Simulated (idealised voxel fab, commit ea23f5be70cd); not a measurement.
Process module name: voxel gate over fins
Cross-section cut spans 270 nm and uses square cells 5 nm in size.
Square cells in a grid make up a cross-section in this document, and the grid is given as bands, listed from the top down, each one or more rows of cells. Top, bottom (nm), then materials left to right with widths (nm); lone material tagged "all across" fills the whole band edge to edge; "empty" = empty space. The level at which height equals 0 is the one under which the wafer, as it arrives, is entirely one material. No lower edge exists for the bottom band, which continues downward and is notated as in "from 0 down". A two-number width, for instance "30->40", indicates that the width is equal to the first number in the top row of the band and to the second number in the bottom row, and that it changes by a constant amount per row of cells. "remained unchanged" for a step: no cell of the cross-section changed in that step. The entry titled "Sealed void inventory" provides the empty spaces that have no open way to the top, restricted to those of 8 cells or more. Each is presented as width x height at distance, the distance being measured from the left edge, with all three in nm. Step line, after settings: the simulator's comment on this step. If you see "overlay nm" on a step's line and that step has a mask, it's telling you how far right of where it was planned the mask ended up; a negative number means it went left instead.
# Set out below are the planned steps of the process
1 RECEIVE with material Si
2 CONFORMAL_DEP with material SiN, thk nm 10
3 DIRECTIONAL_DEP with material aC, thk nm 15
4 PATTERN with tone cover, mask id FINS, material resist, width nm 15, pitch nm 45, thk nm 30, overlay nm 0
5 DIRECTIONAL_ETCH with etch materials aC, depth nm 15
6 STRIP with etch materials resist
7 DIRECTIONAL_ETCH with etch materials SiN, depth nm 10
8 DIRECTIONAL_ETCH with etch materials Si, depth nm 30
9 STRIP with etch materials aC
10 FILL_DEP with material SiO2, thk nm 10
11 CMP with height nm 10
12 SELECTIVE_ETCH with etch materials SiO2, depth nm 25
13 STRIP with etch materials SiN
14 CONFORMAL_DEP with material HfO2, thk nm 5
15 CONFORMAL_DEP with material TiN, thk nm 5
16 FILL_DEP with material W, thk nm 10
17 CMP with height nm 15
18 CONFORMAL_DEP with material SiCN, thk nm 10
# Incoming wafer, cross-sectional view, post step 1
* from 0 down = Si all across
* Sealed void inventory: none
# Result of the module, cross-sectioned: start per above, plan per above, one error in how it was run
* from 25 to 15 = SiCN all across
* from 15 to 10 = W all across
* from 10 to 5 = 60 nm W | 35 nm TiN | 10 nm W | 35 nm TiN | 10 nm W | 35 nm TiN | 10 nm W | 35 nm TiN | 40 nm W
* from 5 to 0 = 60 nm W | 5 nm TiN | 25 nm HfO2 | 5 nm TiN | 10 nm W | 5 nm TiN | 25 nm HfO2 | 5 nm TiN | 10 nm W | 5 nm TiN | 25 nm HfO2 | 5 nm TiN | 10 nm W | 5 nm TiN | 25 nm HfO2 | 5 nm TiN | 40 nm W
* from 0 to -5 = 60 nm W | 5 nm TiN | 5 nm HfO2 | 15 nm Si | 5 nm HfO2 | 5 nm TiN | 10 nm W | 5 nm TiN | 5 nm HfO2 | 15 nm Si | 5 nm HfO2 | 5 nm TiN | 10 nm W | 5 nm TiN | 5 nm HfO2 | 15 nm Si | 5 nm HfO2 | 5 nm TiN | 10 nm W | 5 nm TiN | 5 nm HfO2 | 15 nm Si | 5 nm HfO2 | 5 nm TiN | 40 nm W
* from -5 to -10 = 65 nm TiN | 5 nm HfO2 | 15 nm Si | 5 nm HfO2 | 20 nm TiN | 5 nm HfO2 | 15 nm Si | 5 nm HfO2 | 20 nm TiN | 5 nm HfO2 | 15 nm Si | 5 nm HfO2 | 20 nm TiN | 5 nm HfO2 | 15 nm Si | 5 nm HfO2 | 45 nm TiN
* from -10 to -15 = 70 nm HfO2 | 15 nm Si | 30 nm HfO2 | 15 nm Si | 30 nm HfO2 | 15 nm Si | 30 nm HfO2 | 15 nm Si | 50 nm HfO2
* from -15 to -30 = 70 nm SiO2 | 15 nm Si | 30 nm SiO2 | 15 nm Si | 30 nm SiO2 | 15 nm Si | 30 nm SiO2 | 15 nm Si | 50 nm SiO2
* from -30 down = Si all across
* Sealed void inventory: none
Run error: step 4: run off-plan, actual operation and settings PATTERN with tone cover, mask id FINS, material resist, width nm 15, pitch nm 45, thk nm 30, overlay nm 10
